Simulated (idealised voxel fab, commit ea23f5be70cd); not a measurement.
The name of this process module is voxel wiring stack.
Displayed cross-section: cut, width of 285 nm, square cells sized 5 nm.
Format of a cross-section: grid, square cells. Given as bands. Order: top down. Band: one or more rows of cells. Within each band entry, the heights of the top and of the bottom of the band appear first, in that order and in nm; the materials of the band then follow from left to right, each with its corresponding width in nm. The designation "everywhere" on a single material indicates that it fills the band from edge to edge; the designation "blank" indicates empty space. A quick word on heights: they are counted from 0, and under that level the wafer as it came to us is one material throughout. The lowest band is different from the rest in having no bottom; it simply continues downward, written as in "0..down". A width given as "30->40" starts at the first number in the band's top row and ends at the second number in its bottom row, shifting by an equal amount at every step from row to row. Key: "all unchanged" - step with no changed cell in the cross-section. Look at "Enclosed empty spaces" for the closed voids: empty spaces with no open path to the top, sized 8 cells or up. Each is width x height at distance, distance from the left edge, all nm. On each step's line, the part that comes after the settings is the simulator's own comment on the step. overlay nm, on a step with a mask: how far to the right of its planned place the mask lay; to the left if negative.
# The process steps that were planned are listed below
1 RECEIVE | material Si
2 CONFORMAL_DEP | material SiO2 | thk nm 15
3 CONFORMAL_DEP | material SiN | thk nm 5
4 DIRECTIONAL_DEP | material SiO2 | thk nm 20
5 DIRECTIONAL_DEP | material aC | thk nm 15
6 PATTERN | tone open | mask id METAL_1 | material resist | width nm 25 | pitch nm 50 | thk nm 35 | overlay nm 0
7 DIRECTIONAL_ETCH | etch materials aC | depth nm 15
8 STRIP | etch materials resist
9 DIRECTIONAL_ETCH | etch materials SiO2 | depth nm 20
10 DIRECTIONAL_ETCH | etch materials SiN | depth nm 5
11 STRIP | etch materials aC
12 CONFORMAL_DEP | material TiN | thk nm 5
13 FILL_DEP | material W | thk nm 5
14 CMP | height nm 40
15 EPI | material Ru | thk nm 5
16 FILL_DEP | material SiCN | thk nm 5
17 DIRECTIONAL_DEP | material SiO2 | thk nm 15
18 PATTERN | tone open | mask id PLUG_1 | material resist | width nm 15 | pitch nm 50 | thk nm 20 | overlay nm 0
19 DIRECTIONAL_ETCH | etch materials SiO2 | depth nm 15
20 DIRECTIONAL_ETCH | etch materials SiCN | depth nm 5
21 STRIP | etch materials resist
22 CONFORMAL_DEP | material TiN | thk nm 5
23 FILL_DEP | material Ru | thk nm 10
24 CMP | height nm 65
25 CONFORMAL_DEP | material SiN | thk nm 5
26 DIRECTIONAL_DEP | material lowk | thk nm 20
27 MASKED_ETCH | tone open | mask id METAL_2 | width nm 25 | pitch nm 50 | etch materials lowk | depth nm 20 | overlay nm 0
28 MASKED_ETCH | tone open | mask id METAL_2 | width nm 25 | pitch nm 50 | etch materials SiN | depth nm 5 | overlay nm 0
29 CONFORMAL_DEP | material TiN | thk nm 5
30 FILL_DEP | material Cu | thk nm 5
31 CMP | height nm 90
32 CONFORMAL_DEP | material SiCN | thk nm 5
# Cross-section of the incoming wafer, state after step 1
	0..down: Si everywhere
	Enclosed empty spaces: none
# Run as planned - first of the two wafers cross-sectioned at the end of the module
	95..90: SiCN everywhere
	90..70: lowk 80, TiN 5, Cu 15, TiN 5, lowk 25, TiN 5, Cu 15, TiN 5, lowk 25, TiN 5, Cu 15, TiN 5, lowk 80
	70..65: SiN 80, TiN 25, SiN 25, TiN 25, SiN 25, TiN 25, SiN 80
	65..50: SiO2 80, TiN 5, Ru 5, TiN 5, SiO2 35, TiN 5, Ru 5, TiN 5, SiO2 35, TiN 5, Ru 5, TiN 5, SiO2 90
	50..45: SiCN 80, TiN 15, SiCN 35, TiN 15, SiCN 35, TiN 15, SiCN 90
	45..40: SiCN 75, Ru 35, SiCN 15, Ru 35, SiCN 15, Ru 35, SiCN 75
	40..20: SiO2 80, TiN 5, W 15, TiN 5, SiO2 25, TiN 5, W 15, TiN 5, SiO2 25, TiN 5, W 15, TiN 5, SiO2 80
	20..15: SiN 80, TiN 25, SiN 25, TiN 25, SiN 25, TiN 25, SiN 80
	15..0: SiO2 everywhere
	0..down: Si everywhere
	Enclosed empty spaces: none
# This is the second of the two wafers, cross-sectioned at the end of the module; it started exactly like the first and was given the same plan, but it was run with one mistake
	95..90: SiCN everywhere
	90..70: lowk 80, TiN 5, Cu 15, TiN 5, lowk 25, TiN 5, Cu 15, TiN 5, lowk 25, TiN 5, Cu 15, TiN 5, lowk 80
	70..65: SiN 80, TiN 25, SiN 25, TiN 25, SiN 25, TiN 25, SiN 80
	65..50: SiO2 80, TiN 5, Ru 5, TiN 5, SiO2 35, TiN 5, Ru 5, TiN 5, SiO2 35, TiN 5, Ru 5, TiN 5, SiO2 90
	50..45: SiCN 80, TiN 15, SiCN 35, TiN 15, SiCN 35, TiN 15, SiCN 90
	45..40: SiCN 75, Ru 35, SiCN 15, Ru 35, SiCN 15, Ru 35, SiCN 75
	40..35: SiN 80, TiN 25, SiN 25, TiN 25, SiN 25, TiN 25, SiN 80
	35..0: SiO2 everywhere
	0..down: Si everywhere
	Enclosed empty spaces: none
Here's what went sideways: sequence error: steps 3 and 4 interchanged
Final tally in cells, some materials are higher or lower on the second wafer than on the first: 60 more of SiO2; 24 fewer of TiN; 36 fewer of W
